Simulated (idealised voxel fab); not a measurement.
process module | voxel self aligned vias
cross-section cut | 190 nm wide | cells 5 nm
A cross-section is a grid of square cells, given in bands from the top down. A band is one or more rows of cells.
Each band's line starts with the height of the band's top and of its bottom, in nm. Then come its materials from left to right, each with its width in nm. One material with "throughout" fills the band from edge to edge. "air" is empty space.
Height 0 is the level under which the wafer as received is all one material. The lowest band goes on downwards, as in "0 down".
A width such as "30 to 40" changes by the same amount from each row of cells to the next, from the band's top row to its bottom row.
"no change" after a step means that no cell of the cross-section changed.
closed voids: empty space of 8 cells or more with no open way to the top, each as width x height at its distance from the left edge, in nm
after a step's settings: what the simulator itself notes on the step
overlay nm, on a step with a mask: how far to the right of its planned place the mask lay; to the left if negative
plan
1 op RECEIVE | material Si
2 op CONFORMAL_DEP | material SiO2 | thk nm 15
3 op CONFORMAL_DEP | material SiCN | thk nm 5
4 op DIRECTIONAL_DEP | material SiO2 | thk nm 30
5 op DIRECTIONAL_DEP | material aC | thk nm 10
6 op PATTERN | tone open | mask id LINES | material resist | width nm 25 | pitch nm 75 | thk nm 30 | overlay nm 0
7 op DIRECTIONAL_ETCH | etch materials aC | depth nm 10
8 op STRIP | etch materials resist
9 op DIRECTIONAL_ETCH | etch materials SiO2 | depth nm 30
10 op STRIP | etch materials aC
11 op CONFORMAL_DEP | material TiN | thk nm 5
12 op FILL_DEP | material W | thk nm 10
13 op CMP | height nm 50
14 op SELECTIVE_ETCH | etch materials W Ru TiN | depth nm 5
15 op FILL_DEP | material SiN | thk nm 5
16 op CMP | height nm 50
17 op DIRECTIONAL_DEP | material SiO2 | thk nm 20
18 op MASKED_ETCH | tone open | mask id VIAS | width nm 45 | pitch nm 75 | etch materials SiO2 | depth nm 20 | overlay nm 0
19 op MASKED_ETCH | tone open | mask id VIAS | width nm 45 | pitch nm 75 | etch materials SiN | depth nm 5 | overlay nm 0
20 op CONFORMAL_DEP | material TiN | thk nm 5
21 op FILL_DEP | material W | thk nm 5
22 op CMP | height nm 70
23 op CONFORMAL_DEP | material SiCN | thk nm 5
as received, after step 1
  0 down: Si throughout
  closed voids: none
a wafer at the end: this start, this plan, one mistake
  75 to 70: SiCN throughout
  70 to 55: SiO2 35 | TiN 5 | W 35 | TiN 5 | SiO2 30 | TiN 5 | W 35 | TiN 5 | SiO2 35
  55 to 50: SiO2 35 | TiN 15 | W 20 | TiN 10 | SiO2 30 | TiN 15 | W 20 | TiN 10 | SiO2 35
  50 to 45: SiO2 45 | TiN 30 | SiO2 45 | TiN 30 | SiO2 40
  45 to 25: SiO2 45 | TiN 5 | W 20 | TiN 5 | SiO2 45 | TiN 5 | W 20 | TiN 5 | SiO2 40
  25 to 20: SiO2 45 | TiN 30 | SiO2 45 | TiN 30 | SiO2 40
  20 to 15: SiCN throughout
  15 to 0: SiO2 throughout
  0 down: Si throughout
  closed voids: none
what went wrong: step 6 ran as: op PATTERN | tone open | mask id LINES | material resist | width nm 30 | pitch nm 75 | thk nm 30 | overlay nm 0
